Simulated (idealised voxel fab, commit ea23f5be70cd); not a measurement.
The process module presented herein is designated voxel local oxidation.
It is cross-section cut that appears here, measuring 300 nm in width, its square cells being 5 nm in size.
A cross-section in this document is a grid of square cells, and it is written down as bands, the top band listed before the ones below it; a band is made up of one or more rows of cells.
Per band: top height and bottom height in nm, followed by the left-to-right materials and their widths in nm; "edge to edge" marks a single material spanning edge to edge, "empty" marks empty space.
A quick word on heights: they are counted from 0, and under that level the wafer as it came to us is one material throughout. The lowest band is different from the rest in having no bottom; it simply continues downward, written as in "from 0 down".
The notation "30 to 40" denotes a width that varies across the rows of cells in the band, beginning at the first number in the top row, finishing at the second number in the bottom row, and changing by an identical amount from each row to the next.
Where a step carries "nothing altered", the cross-section came out of it unchanged, cell for cell.
"Fully closed voids" specifies each empty space that is not open to the top and that occupies no fewer than 8 cells, using the form width x height at distance, the distance measured from the left edge and all three quantities in nm.
Note: text after step settings on the step line = simulator remark on that step.
What "overlay nm" on a step's line means: if the step has a mask, that mask lay this far to the right of its planned place, or, when the value is negative, to the left.

[Intended process steps]
1. RECEIVE: material Si
2. CONFORMAL_DEP: material SiO2, thk nm 5
3. CONFORMAL_DEP: material SiN, thk nm 15
4. PATTERN: tone cover, mask id ACTIVE, material resist, width nm 100, thk nm 15, overlay nm -15
5. DIRECTIONAL_ETCH: etch materials SiN, depth nm 15
6. STRIP: etch materials resist
7. SELECTIVE_ETCH: etch materials SiO2, depth nm 5
8. OXIDIZE: depth nm 10
9. STRIP: etch materials SiN
Quick note for whoever runs this: the wafers start identical, but the overlay nm at step 4 isn't the same across them. The plan just shows what the first wafer had.

[So this is the first of several wafers, cross-sectioned as it came to us, meaning it's at the end of step 1]
> from 0 down: Si edge to edge
> Fully closed voids: none

[wafer rows; end of module; cells per material since receipt: (+) gained, (-) lost; then closed voids]
overlay nm -15 | -92 Si | +110 SiO2 | Fully closed voids: none
overlay nm -10 | -92 Si | +110 SiO2 | Fully closed voids: none
overlay nm -5 | -92 Si | +110 SiO2 | Fully closed voids: none
overlay nm 0 | -92 Si | +110 SiO2 | Fully closed voids: none
overlay nm 5 | -92 Si | +110 SiO2 | Fully closed voids: none
overlay nm 10 | -92 Si | +110 SiO2 | Fully closed voids: none
overlay nm 15 | -92 Si | +110 SiO2 | Fully closed voids: none
